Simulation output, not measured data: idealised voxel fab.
Presented below is a process module, voxel transistor to metal.
Pictured: cross-section cut, 160 nm wide, on a grid of 5 nm square cells.
When this document writes out a cross-section, it uses a grid of square cells and lists it as bands, beginning at the top and moving down, with a band standing for one or more rows of cells.
Per band: top height and bottom height in nm, followed by the left-to-right materials and their widths in nm; "full width" marks a single material spanning edge to edge, "blank" marks empty space.
Note: height 0 marks the level under which the wafer is uniformly one material as received. Lowest band unbounded below, written "0 down".
With a width like "30 to 40", each row of cells in the band differs from the next by the same amount, the top row carrying the first number and the bottom row the second.
It should be understood that the words "no modification", when stated for a given step, signify that the cross-section underwent no change in any of its cells during that step.
Look at "Enclosed void inventory" for the closed voids: empty spaces with no open path to the top, sized 8 cells or up. Each is width x height at distance, distance from the left edge, all nm.
On a step's line, text after the settings is the simulator commenting on that step.
overlay nm: right-of-plan distance of the mask on a masked step; negative values mean left-of-plan.
Process steps foreseen in the plan
1: RECEIVE | material Si
2: CONFORMAL_DEP | material SiO2 | thk nm 5
3: CONFORMAL_DEP | material SiN | thk nm 10
4: MASKED_ETCH | tone cover | mask id ACTIVE | width nm 110 | etch materials SiN | depth nm 10 | overlay nm 0
5: MASKED_ETCH | tone cover | mask id ACTIVE | width nm 110 | etch materials SiO2 | depth nm 5 | overlay nm 0
6: MASKED_ETCH | tone cover | mask id ACTIVE | width nm 110 | etch materials Si | depth nm 35 | overlay nm 0
7: OXIDIZE | depth nm 5
8: FILL_DEP | material SiO2 | thk nm 5
9: CMP | height nm 15
10: SELECTIVE_ETCH | etch materials SiO2 | depth nm 10
11: STRIP | etch materials SiN
12: SELECTIVE_ETCH | etch materials SiO2 | depth nm 5
13: OXIDIZE | depth nm 5
14: DIRECTIONAL_DEP | material polySi | thk nm 20
15: DIRECTIONAL_DEP | material SiCN | thk nm 10
16: MASKED_ETCH | tone cover | mask id GATE | width nm 20 | etch materials SiCN | depth nm 20 | overlay nm 0
17: MASKED_ETCH | tone cover | mask id GATE | width nm 20 | etch materials polySi | depth nm 30 | overlay nm 0
18: CONFORMAL_DEP | material SiN | thk nm 10
19: DIRECTIONAL_ETCH | etch materials SiN | depth nm 10
20: DIRECTIONAL_ETCH | etch materials SiO2 | depth nm 5
21: DIRECTIONAL_ETCH | etch materials Si | depth nm 10
22: EPI | material nSi | thk nm 10
23: FILL_DEP | material SiO2 | thk nm 10
24: CMP | height nm 30
25: DIRECTIONAL_DEP | material SiO2 | thk nm 15
26: MASKED_ETCH | tone open | mask id CONTACT | width nm 30 | pitch nm 60 | etch materials SiO2 | depth nm 50 | overlay nm 0
27: CONFORMAL_DEP | material TiN | thk nm 5
28: FILL_DEP | material W | thk nm 10
29: CMP | height nm 45
30: DIRECTIONAL_DEP | material TiN | thk nm 5
31: DIRECTIONAL_DEP | material W | thk nm 25
32: PATTERN | tone cover | mask id METAL_1 | material resist | width nm 20 | pitch nm 70 | thk nm 15 | overlay nm 0
33: DIRECTIONAL_ETCH | etch materials W | depth nm 25
34: DIRECTIONAL_ETCH | etch materials TiN | depth nm 5
35: STRIP | etch materials resist
36: CONFORMAL_DEP | material SiCN | thk nm 5
37: FILL_DEP | material SiO2 | thk nm 5
38: CMP | height nm 75
39: CONFORMAL_DEP | material SiCN | thk nm 5
Cross-section of the wafer as it came to us, i.e., already through step 1
> 0 down = Si full width
> Enclosed void inventory: none
End-of-module cross-section of the first of two wafers, processed as planned
> 80 to 75 = SiCN full width
> 75 to 50 = 30 SiO2, then 5 SiCN, then 20 W, then 5 SiCN, then 40 SiO2, then 5 SiCN, then 20 W, then 5 SiCN, then 30 SiO2
> 50 to 45 = 35 SiCN, then 20 TiN, then 50 SiCN, then 20 TiN, then 35 SiCN
> 45 to 35 = 35 SiO2, then 5 TiN, then 20 W, then 5 TiN, then 30 SiO2, then 5 TiN, then 20 W, then 5 TiN, then 35 SiO2
> 35 to 30 = 35 SiO2, then 5 TiN, then 15 W, then 10 TiN, then 30 SiO2, then 10 TiN, then 15 W, then 5 TiN, then 35 SiO2
> 30 to 20 = 35 SiO2, then 5 TiN, then 15 W, then 5 TiN, then 10 SiN, then 20 SiCN, then 10 SiN, then 5 TiN, then 15 W, then 5 TiN, then 35 SiO2
> 20 to 10 = 35 SiO2, then 5 TiN, then 15 W, then 5 TiN, then 10 SiN, then 20 polySi, then 10 SiN, then 5 TiN, then 15 W, then 5 TiN, then 35 SiO2
> 10 to 5 = 35 SiO2, then 5 TiN, then 5 W, then 15 TiN, then 10 SiN, then 20 polySi, then 10 SiN, then 15 TiN, then 5 W, then 5 TiN, then 35 SiO2
> 5 to 0 = 35 SiO2, then 5 TiN, then 5 W, then 5 TiN, then 10 nSi, then 10 SiN, then 20 polySi, then 10 SiN, then 10 nSi, then 5 TiN, then 5 W, then 5 TiN, then 35 SiO2
> 0 to -5 = 35 SiO2, then 15 TiN, then 10 nSi, then 40 SiO2, then 10 nSi, then 15 TiN, then 35 SiO2
> -5 to -15 = 30 SiO2, then 30 nSi, then 40 Si, then 30 nSi, then 30 SiO2
> -15 to -40 = 30 SiO2, then 100 Si, then 30 SiO2
> -40 down = Si full width
> Enclosed void inventory: none
What the second wafer looks like in cross-section once the module is done. Its start and its plan matched the first wafer's exactly; what differed was one mistake in how it was run
> 80 to 75 = SiCN full width
> 75 to 50 = 30 SiO2, then 5 SiCN, then 20 W, then 5 SiCN, then 40 SiO2, then 5 SiCN, then 20 W, then 5 SiCN, then 30 SiO2
> 50 to 45 = 35 SiCN, then 20 TiN, then 50 SiCN, then 20 TiN, then 35 SiCN
> 45 to 35 = 35 SiO2, then 5 TiN, then 20 W, then 5 TiN, then 30 SiO2, then 5 TiN, then 20 W, then 5 TiN, then 35 SiO2
> 35 to 30 = 35 SiO2, then 5 TiN, then 15 W, then 10 TiN, then 30 SiO2, then 10 TiN, then 15 W, then 5 TiN, then 35 SiO2
> 30 to 20 = 35 SiO2, then 5 TiN, then 15 W, then 5 TiN, then 10 SiN, then 20 SiCN, then 10 SiN, then 5 TiN, then 15 W, then 5 TiN, then 35 SiO2
> 20 to 10 = 35 SiO2, then 5 TiN, then 15 W, then 5 TiN, then 10 SiN, then 20 polySi, then 10 SiN, then 5 TiN, then 15 W, then 5 TiN, then 35 SiO2
> 10 to 5 = 35 SiO2, then 5 TiN, then 5 W, then 15 TiN, then 10 SiN, then 20 polySi, then 10 SiN, then 15 TiN, then 5 W, then 5 TiN, then 35 SiO2
> 5 to 0 = 35 SiO2, then 5 TiN, then 5 W, then 5 TiN, then 10 nSi, then 10 SiN, then 20 polySi, then 10 SiN, then 10 nSi, then 5 TiN, then 5 W, then 5 TiN, then 35 SiO2
> 0 to -5 = 10 SiO2, then 20 SiN, then 5 SiO2, then 15 TiN, then 10 nSi, then 40 SiO2, then 10 nSi, then 15 TiN, then 5 SiO2, then 20 SiN, then 10 SiO2
> -5 to -10 = 10 SiO2, then 20 SiN, then 5 SiO2, then 25 nSi, then 40 Si, then 25 nSi, then 5 SiO2, then 20 SiN, then 10 SiO2
> -10 to -15 = 35 SiO2, then 25 nSi, then 40 Si, then 25 nSi, then 35 SiO2
> -15 to -40 = 30 SiO2, then 100 Si, then 30 SiO2
> -40 down = Si full width
> Enclosed void inventory: none
Run error: ran 10 and 11 in swapped order versus the plan
Bottom line after processing is that, in cells, the second wafer is up or down on some materials versus the first: SiN +16; SiO2 -12; nSi -4
